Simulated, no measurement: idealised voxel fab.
process module | voxel trench capacitor
cross-section cut | 190 nm wide | cells 5 nm
A cross-section is a grid of square cells, given in bands from the top down. A band is one or more rows of cells.
Each band's line starts with the height of the band's top and of its bottom, in nm. Then come its materials from left to right, each with its width in nm. One material with "throughout" fills the band from edge to edge. "air" is empty space.
Height 0 is the level under which the wafer as received is all one material. The lowest band goes on downwards, as in "0 down".
A width such as "30 to 40" changes by the same amount from each row of cells to the next, from the band's top row to its bottom row.
"no change" after a step means that no cell of the cross-section changed.
closed voids: empty space of 8 cells or more with no open way to the top, each as width x height at its distance from the left edge, in nm
after a step's settings: what the simulator itself notes on the step
overlay nm, on a step with a mask: how far to the right of its planned place the mask lay; to the left if negative
plan
1 op RECEIVE | material Si
2 op CONFORMAL_DEP | material SiN | thk nm 10
3 op DIRECTIONAL_DEP | material aC | thk nm 10
4 op PATTERN | tone open | mask id TRENCH | material resist | width nm 30 | pitch nm 45 | thk nm 30 | overlay nm 0
5 op DIRECTIONAL_ETCH | etch materials aC | depth nm 10
6 op STRIP | etch materials resist
7 op DIRECTIONAL_ETCH | etch materials SiN | depth nm 10
8 op DIRECTIONAL_ETCH | etch materials Si | depth nm 35
9 op STRIP | etch materials aC
10 op CONFORMAL_DEP | material Al2O3 | thk nm 5
11 op CONFORMAL_DEP | material TiN | thk nm 5
12 op FILL_DEP | material W | thk nm 5
13 op CMP | height nm 10
as received, after step 1
  0 down: Si throughout
  closed voids: none
a wafer at the end: this start, this plan, one mistake
  10 to 0: SiN 55 | Al2O3 5 | TiN 5 | W 10 | TiN 5 | Al2O3 5 | SiN 15 | Al2O3 5 | TiN 5 | W 10 | TiN 5 | Al2O3 5 | SiN 60
  0 to -60: Si 55 | Al2O3 5 | TiN 5 | W 10 | TiN 5 | Al2O3 5 | Si 15 | Al2O3 5 | TiN 5 | W 10 | TiN 5 | Al2O3 5 | Si 60
  -60 to -65: Si 55 | Al2O3 5 | TiN 20 | Al2O3 5 | Si 15 | Al2O3 5 | TiN 20 | Al2O3 5 | Si 60
  -65 to -70: Si 55 | Al2O3 30 | Si 15 | Al2O3 30 | Si 60
  -70 down: Si throughout
  closed voids: none
what went wrong: step 8 was run twice
